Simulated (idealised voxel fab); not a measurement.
Process module, titled voxel capacitor over wiring
Cross-sectional view cut (width: 285 nm; square cell size: 5 nm).
In this document a cross-section is written as a grid of square cells. It is given as a series of bands, listed from the top down, and a band is one or more rows of cells. The band entry comprises the height of the band's top followed by the height of its bottom, expressed in nm, and subsequently the band's materials from left to right, each stated together with its width in nm. Where a single material is marked with the word "full width", that material fills the band from edge to edge. The word "blank" represents empty space. Where do heights start? At 0: under that level the wafer as delivered is made of one material only. And the lowest band has no floor; it just carries on downward, as in "0 -> down". A width such as "30..40" changes by the same amount from each row of cells to the next, from the band's top row to its bottom row. What does "no alterations made" mean for a step? It means no cell of the cross-section changed in that step. Any empty space of 8 cells or more lacking an open way to the top shows up in "Enclosed void inventory" as width x height at distance, distance from the left edge, in nm. Formally, on a step line, whatever follows the settings is a remark that the simulator itself makes on the step. Regarding "overlay nm": on a step with a mask, it is the distance the mask lay to the right of its planned place; a negative value places it to the left.

Below is the list of planned process steps:
1 RECEIVE, material Si
2 CONFORMAL_DEP, material SiO2, thk nm 15
3 DIRECTIONAL_DEP, material TiN, thk nm 5
4 DIRECTIONAL_DEP, material W, thk nm 25
5 MASKED_ETCH, tone cover, mask id METAL_1, width nm 20, pitch nm 85, etch materials W, depth nm 25, overlay nm 0
6 MASKED_ETCH, tone cover, mask id METAL_1, width nm 20, pitch nm 85, etch materials TiN, depth nm 5, overlay nm 0
7 CONFORMAL_DEP, material SiCN, thk nm 5
8 FILL_DEP, material SiO2, thk nm 5
9 CMP, height nm 45
10 CONFORMAL_DEP, material SiCN, thk nm 5
11 DIRECTIONAL_DEP, material SiO2, thk nm 15
12 PATTERN, tone open, mask id PLUG_1, material resist, width nm 15, thk nm 20, overlay nm -15
13 DIRECTIONAL_ETCH, etch materials SiO2, depth nm 15
14 DIRECTIONAL_ETCH, etch materials SiCN, depth nm 5
15 STRIP, etch materials resist
16 EPI, material Ru, thk nm 10
17 EPI, material Ru, thk nm 10
18 DIRECTIONAL_DEP, material TiN, thk nm 5
19 DIRECTIONAL_DEP, material SiN, thk nm 5
20 DIRECTIONAL_DEP, material TiN, thk nm 5
21 MASKED_ETCH, tone cover, mask id UPPER_PLATE, width nm 70, etch materials TiN, depth nm 5, overlay nm 0
22 MASKED_ETCH, tone cover, mask id UPPER_PLATE, width nm 70, etch materials SiN, depth nm 5, overlay nm 0
23 MASKED_ETCH, tone cover, mask id LOWER_PLATE, width nm 80, etch materials TiN, depth nm 5, overlay nm 0
24 FILL_DEP, material SiO2, thk nm 20
25 CMP, height nm 95
26 PATTERN, tone open, mask id PLUG_2, material resist, width nm 15, thk nm 15, overlay nm 0
27 DIRECTIONAL_ETCH, etch materials SiO2, depth nm 15
28 STRIP, etch materials resist
29 CONFORMAL_DEP, material TiN, thk nm 5
30 FILL_DEP, material Cu, thk nm 5
31 CMP, height nm 95
32 CONFORMAL_DEP, material SiN, thk nm 5
All wafers enter the flow in the same state. The overlay nm at step 12 differs from wafer to wafer, and the plan gives the value for the first wafer.

Cross-section of the first incoming wafer of several, state after step 1:
> 0 -> down | Si full width
> Enclosed void inventory: none

Basically each wafer gets a line in the table, showing it at the end of the module: material by material, the cells it gained (+) or lost (-) since we got it, then its closed voids:
overlay nm -15 | +2 Cu | +12 Ru | +123 SiCN | +71 SiN | +847 SiO2 | +45 TiN | +40 W | Enclosed void inventory: none
overlay nm -10 | +2 Cu | +12 Ru | +123 SiCN | +71 SiN | +847 SiO2 | +45 TiN | +40 W | Enclosed void inventory: none
overlay nm -5 | +2 Cu | +12 Ru | +123 SiCN | +71 SiN | +847 SiO2 | +45 TiN | +40 W | Enclosed void inventory: none
overlay nm 0 | +2 Cu | +12 Ru | +123 SiCN | +71 SiN | +847 SiO2 | +45 TiN | +40 W | Enclosed void inventory: none
overlay nm 5 | +2 Cu | +12 Ru | +123 SiCN | +71 SiN | +847 SiO2 | +45 TiN | +40 W | Enclosed void inventory: none
overlay nm 10 | +2 Cu | +12 Ru | +123 SiCN | +71 SiN | +847 SiO2 | +45 TiN | +40 W | Enclosed void inventory: none
overlay nm 15 | +2 Cu | +123 SiCN | +71 SiN | +859 SiO2 | +45 TiN | +40 W | Enclosed void inventory: none
